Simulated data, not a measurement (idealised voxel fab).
Herein follows the process module entitled voxel self aligned vias.
Cross-sectional view cut (width: 290 nm; square cell size: 5 nm).
A cross-section is written here as square cells arranged in a grid, and it is given in bands from the top down, each band taking up one or more rows of cells. Band: top height; bottom height; in nm. Then, left to right: material with width in nm, for each material. "throughout": a single material spanning edge to edge. "air": empty space. Heights are reckoned from 0. Under this level, the received wafer is all of one material. The bottommost band is open-ended downward, for example "from 0 down". When a width is written as two numbers, as in "30..40", the first number is the width in the top row of cells of the band and the second is the width in its bottom row, and the width changes by the same amount from each row to the next. Basically "nothing was modified" means that step didn't change any cell in the cross-section. Voids not open to the top, 8 cells minimum: see "Enclosed void listing". Written width x height at distance; distance is from the left edge; nm. Whatever follows a step's settings on its line is a remark the simulator itself makes about that step. When a step includes a mask, the "overlay nm" setting on its line states how far to the right of its planned place that mask lay, and negative values state how far to the left.

# The process steps that were planned are listed below
- 1: RECEIVE (material Si)
- 2: CONFORMAL_DEP (material SiO2; thk nm 10)
- 3: CONFORMAL_DEP (material SiCN; thk nm 5)
- 4: DIRECTIONAL_DEP (material lowk; thk nm 20)
- 5: MASKED_ETCH (tone open; mask id LINES; width nm 25; pitch nm 65; etch materials lowk; depth nm 20; overlay nm 0)
- 6: CONFORMAL_DEP (material TiN; thk nm 5)
- 7: FILL_DEP (material Ru; thk nm 10)
- 8: CMP (height nm 35)
- 9: SELECTIVE_ETCH (etch materials W Ru TiN; depth nm 5)
- 10: FILL_DEP (material SiN; thk nm 10)
- 11: CMP (height nm 35)
- 12: DIRECTIONAL_DEP (material lowk; thk nm 15)
- 13: DIRECTIONAL_DEP (material aC; thk nm 10)
- 14: PATTERN (tone open; mask id VIAS; material resist; width nm 45; pitch nm 65; thk nm 25; overlay nm 0)
- 15: DIRECTIONAL_ETCH (etch materials aC; depth nm 10)
- 16: STRIP (etch materials resist)
- 17: DIRECTIONAL_ETCH (etch materials lowk; depth nm 15)
- 18: DIRECTIONAL_ETCH (etch materials SiN; depth nm 5)
- 19: STRIP (etch materials aC)
- 20: CONFORMAL_DEP (material TiN; thk nm 5)
- 21: FILL_DEP (material Ru; thk nm 5)
- 22: CMP (height nm 50)
- 23: CONFORMAL_DEP (material SiCN; thk nm 5)

# First of the two wafers, run per plan

# as received, after step 1
- from 0 down  Si throughout
- Enclosed void listing: none

# Wafer section view after processing step 2
- from 10 to 0  SiO2 throughout
- All layers under 0 are left as they were.

# Wafer section view after processing step 3
- from 15 to 10  SiCN throughout
- All layers under 10 are left as they were.

# Wafer section view after processing step 4
- from 35 to 15  lowk throughout
- All layers under 15 are left as they were.

# Wafer section view after processing step 5
- from 35 to 15  lowk=100, air=25, lowk=40, air=25, lowk=100
- All layers under 15 are left as they were.

# Wafer section view after processing step 6
- from 40 to 35  TiN=105, air=15, TiN=50, air=15, TiN=105
- from 35 to 20  lowk=100, TiN=5, air=15, TiN=5, lowk=40, TiN=5, air=15, TiN=5, lowk=100
- from 20 to 15  lowk=100, TiN=25, lowk=40, TiN=25, lowk=100
- All layers under 15 are left as they were.

# Wafer section view after processing step 7
- from 50 to 40  Ru throughout
- from 40 to 35  TiN=105, Ru=15, TiN=50, Ru=15, TiN=105
- from 35 to 20  lowk=100, TiN=5, Ru=15, TiN=5, lowk=40, TiN=5, Ru=15, TiN=5, lowk=100
- All layers under 20 are left as they were.

# Wafer section view after processing step 8
- from 35 to 20  lowk=100, TiN=5, Ru=15, TiN=5, lowk=40, TiN=5, Ru=15, TiN=5, lowk=100
- All layers under 20 are left as they were.

# Wafer section view after processing step 9
- from 35 to 30  lowk=100, air=25, lowk=40, air=25, lowk=100
- All layers under 30 are left as they were.

# Wafer section view after processing step 10
- from 45 to 35  SiN throughout
- from 35 to 30  lowk=100, SiN=25, lowk=40, SiN=25, lowk=100
- All layers under 30 are left as they were.

# Wafer section view after processing step 11
- from 35 to 30  lowk=100, SiN=25, lowk=40, SiN=25, lowk=100
- All layers under 30 are left as they were.

# Wafer section view after processing step 12
- from 50 to 35  lowk throughout
- All layers under 35 are left as they were.

# Wafer section view after processing step 13
- from 60 to 50  aC throughout
- All layers under 50 are left as they were.

# Wafer section view after processing step 14
- from 85 to 60  resist=90, air=45, resist=20, air=45, resist=90
- All layers under 60 are left as they were.

# Wafer section view after processing step 15
- from 75 to 60  resist=90, air=45, resist=20, air=45, resist=90
- from 60 to 50  aC=90, air=45, aC=20, air=45, aC=90
- All layers under 50 are left as they were.

# Wafer section view after processing step 16
- from 60 to 50  aC=90, air=45, aC=20, air=45, aC=90
- All layers under 50 are left as they were.

# Wafer section view after processing step 17
- from 60 to 50  aC=90, air=45, aC=20, air=45, aC=90
- from 50 to 35  lowk=90, air=45, lowk=20, air=45, lowk=90
- All layers under 35 are left as they were.

# Wafer section view after processing step 18
- from 60 to 50  aC=90, air=45, aC=20, air=45, aC=90
- from 50 to 35  lowk=90, air=45, lowk=20, air=45, lowk=90
- from 35 to 30  lowk=100, air=25, lowk=40, air=25, lowk=100
- All layers under 30 are left as they were.

# Wafer section view after processing step 19
- from 50 to 35  lowk=90, air=45, lowk=20, air=45, lowk=90
- All layers under 35 are left as they were.

# Wafer section view after processing step 20
- from 55 to 50  TiN=95, air=35, TiN=30, air=35, TiN=95
- from 50 to 40  lowk=90, TiN=5, air=35, TiN=5, lowk=20, TiN=5, air=35, TiN=5, lowk=90
- from 40 to 35  lowk=90, TiN=15, air=15, TiN=15, lowk=20, TiN=15, air=15, TiN=15, lowk=90
- from 35 to 30  lowk=100, TiN=25, lowk=40, TiN=25, lowk=100
- All layers under 30 are left as they were.

# Wafer section view after processing step 21
- from 60 to 55  Ru throughout
- from 55 to 50  TiN=95, Ru=35, TiN=30, Ru=35, TiN=95
- from 50 to 40  lowk=90, TiN=5, Ru=35, TiN=5, lowk=20, TiN=5, Ru=35, TiN=5, lowk=90
- from 40 to 35  lowk=90, TiN=15, Ru=15, TiN=15, lowk=20, TiN=15, Ru=15, TiN=15, lowk=90
- All layers under 35 are left as they were.

# Wafer section view after processing step 22
- from 50 to 40  lowk=90, TiN=5, Ru=35, TiN=5, lowk=20, TiN=5, Ru=35, TiN=5, lowk=90
- All layers under 40 are left as they were.

# Wafer section view after processing step 23
- from 55 to 50  SiCN throughout
- All layers under 50 are left as they were.

# Wafer two: like wafer one in start and plan, but with one mistake in execution; identical up to and including step 1

The second wafer in cross-section, at the planned close of step 2: nothing was modified

# The second wafer in cross-section, at the planned close of step 3
- from 5 to 0  SiCN throughout
- All layers under 0 are left as they were.

# The second wafer in cross-section, at the planned close of step 4
- from 25 to 5  lowk throughout
- All layers under 5 are left as they were.

# The second wafer in cross-section, at the planned close of step 5
- from 25 to 5  lowk=100, air=25, lowk=40, air=25, lowk=100
- All layers under 5 are left as they were.

# The second wafer in cross-section, at the planned close of step 6
- from 30 to 25  TiN=105, air=15, TiN=50, air=15, TiN=105
- from 25 to 10  lowk=100, TiN=5, air=15, TiN=5, lowk=40, TiN=5, air=15, TiN=5, lowk=100
- from 10 to 5  lowk=100, TiN=25, lowk=40, TiN=25, lowk=100
- All layers under 5 are left as they were.

# The second wafer in cross-section, at the planned close of step 7
- from 40 to 30  Ru throughout
- from 30 to 25  TiN=105, Ru=15, TiN=50, Ru=15, TiN=105
- from 25 to 10  lowk=100, TiN=5, Ru=15, TiN=5, lowk=40, TiN=5, Ru=15, TiN=5, lowk=100
- All layers under 10 are left as they were.

# The second wafer in cross-section, at the planned close of step 8
- from 35 to 30  Ru throughout
- All layers under 30 are left as they were.

# The second wafer in cross-section, at the planned close of step 9
- from 30 to 25  TiN=105, Ru=15, TiN=50, Ru=15, TiN=105
- All layers under 25 are left as they were.

# The second wafer in cross-section, at the planned close of step 10
- from 40 to 30  SiN throughout
- All layers under 30 are left as they were.

# The second wafer in cross-section, at the planned close of step 11
- from 35 to 30  SiN throughout
- All layers under 30 are left as they were.

# The second wafer in cross-section, at the planned close of step 12
- from 50 to 35  lowk throughout
- All layers under 35 are left as they were.

# The second wafer in cross-section, at the planned close of step 13
- from 60 to 50  aC throughout
- All layers under 50 are left as they were.

# The second wafer in cross-section, at the planned close of step 14
- from 85 to 60  resist=90, air=45, resist=20, air=45, resist=90
- All layers under 60 are left as they were.

# The second wafer in cross-section, at the planned close of step 15
- from 75 to 60  resist=90, air=45, resist=20, air=45, resist=90
- from 60 to 50  aC=90, air=45, aC=20, air=45, aC=90
- All layers under 50 are left as they were.

# The second wafer in cross-section, at the planned close of step 16
- from 60 to 50  aC=90, air=45, aC=20, air=45, aC=90
- All layers under 50 are left as they were.

# The second wafer in cross-section, at the planned close of step 17
- from 60 to 50  aC=90, air=45, aC=20, air=45, aC=90
- from 50 to 35  lowk=90, air=45, lowk=20, air=45, lowk=90
- All layers under 35 are left as they were.

# The second wafer in cross-section, at the planned close of step 18
- from 60 to 50  aC=90, air=45, aC=20, air=45, aC=90
- from 50 to 35  lowk=90, air=45, lowk=20, air=45, lowk=90
- from 35 to 30  SiN=90, air=45, SiN=20, air=45, SiN=90
- All layers under 30 are left as they were.

# The second wafer in cross-section, at the planned close of step 19
- from 50 to 35  lowk=90, air=45, lowk=20, air=45, lowk=90
- All layers under 35 are left as they were.

# The second wafer in cross-section, at the planned close of step 20
- from 55 to 50  TiN=95, air=35, TiN=30, air=35, TiN=95
- from 50 to 35  lowk=90, TiN=5, air=35, TiN=5, lowk=20, TiN=5, air=35, TiN=5, lowk=90
- from 35 to 30  SiN=90, TiN=45, SiN=20, TiN=45, SiN=90
- All layers under 30 are left as they were.

# The second wafer in cross-section, at the planned close of step 21
- from 60 to 55  Ru throughout
- from 55 to 50  TiN=95, Ru=35, TiN=30, Ru=35, TiN=95
- from 50 to 35  lowk=90, TiN=5, Ru=35, TiN=5, lowk=20, TiN=5, Ru=35, TiN=5, lowk=90
- All layers under 35 are left as they were.

# The second wafer in cross-section, at the planned close of step 22
- from 50 to 35  lowk=90, TiN=5, Ru=35, TiN=5, lowk=20, TiN=5, Ru=35, TiN=5, lowk=90
- All layers under 35 are left as they were.

# The second wafer in cross-section, at the planned close of step 23
- from 55 to 50  SiCN throughout
- All layers under 50 are left as they were.
What was the processing mistake? step 2 was left out
At the finish, the second wafer shows more or fewer cells for some materials than the first does: +20 Ru, +40 SiN, -116 SiO2, +56 TiN
